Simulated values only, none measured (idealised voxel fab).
The following process module bears the name voxel trench capacitor.
It is cross-section cut that appears here, measuring 290 nm in width, its square cells being 5 nm in size.
If you're reading a cross-section in this doc, picture square cells in a grid; it comes to you as bands, top ones listed first down to the bottom, and a band can be one or more rows of cells. Band: top height; bottom height; in nm. Then, left to right: material with width in nm, for each material. "full width": a single material spanning edge to edge. "air": empty space. Heights from 0 (as-received wafer is one material below). Bottom band endless downward, as "0 -> down". You'd read "30->40" like this: the band's top row of cells is as wide as the first number, its bottom row is as wide as the second, and going down, every row changes width by the same amount as the row before did. "no alteration" after a step means that no cell of the cross-section changed. Listed in "Trapped void list": every empty space of 8 or more cells without an open way to the top. Form: width x height at distance, the distance being from the left edge, all in nm. It should be noted that, on the line of a given step, the content following the step's settings is a remark produced by the simulator itself with respect to that step. overlay nm: right-of-plan distance of the mask on a masked step; negative values mean left-of-plan.
These are the steps we planned for the process:
1) RECEIVE (material Si)
2) CONFORMAL_DEP (material SiN; thk nm 5)
3) DIRECTIONAL_DEP (material aC; thk nm 15)
4) PATTERN (tone open; mask id TRENCH; material resist; width nm 20; pitch nm 35; thk nm 30; overlay nm 0)
5) DIRECTIONAL_ETCH (etch materials aC; depth nm 15)
6) STRIP (etch materials resist)
7) DIRECTIONAL_ETCH (etch materials SiN; depth nm 5)
8) DIRECTIONAL_ETCH (etch materials Si; depth nm 30)
9) STRIP (etch materials aC)
10) CONFORMAL_DEP (material Al2O3; thk nm 5)
11) FILL_DEP (material polySi; thk nm 10)
12) CMP (height nm 5)
Cross-section of the wafer as it came to us, i.e., already through step 1:
  0 -> down = Si full width
  Trapped void list: none
The cross-section shown corresponds to the wafer at the conclusion of the module. The initial structure and the process plan are those presented above; however, one mistake occurred in executing the plan:
  20 -> 10 = polySi full width
  10 -> 5 = Al2O3 120 nm, polySi 10 nm, Al2O3 25 nm, polySi 10 nm, Al2O3 125 nm
  5 -> 0 = SiN 115 nm, Al2O3 5 nm, polySi 10 nm, Al2O3 5 nm, SiN 15 nm, Al2O3 5 nm, polySi 10 nm, Al2O3 5 nm, SiN 120 nm
  0 -> -25 = Si 115 nm, Al2O3 5 nm, polySi 10 nm, Al2O3 5 nm, Si 15 nm, Al2O3 5 nm, polySi 10 nm, Al2O3 5 nm, Si 120 nm
  -25 -> -30 = Si 115 nm, Al2O3 20 nm, Si 15 nm, Al2O3 20 nm, Si 120 nm
  -30 -> down = Si full width
  Trapped void list: none
The plan and the run diverged here: step 12 in the plan did not get run; it was skipped
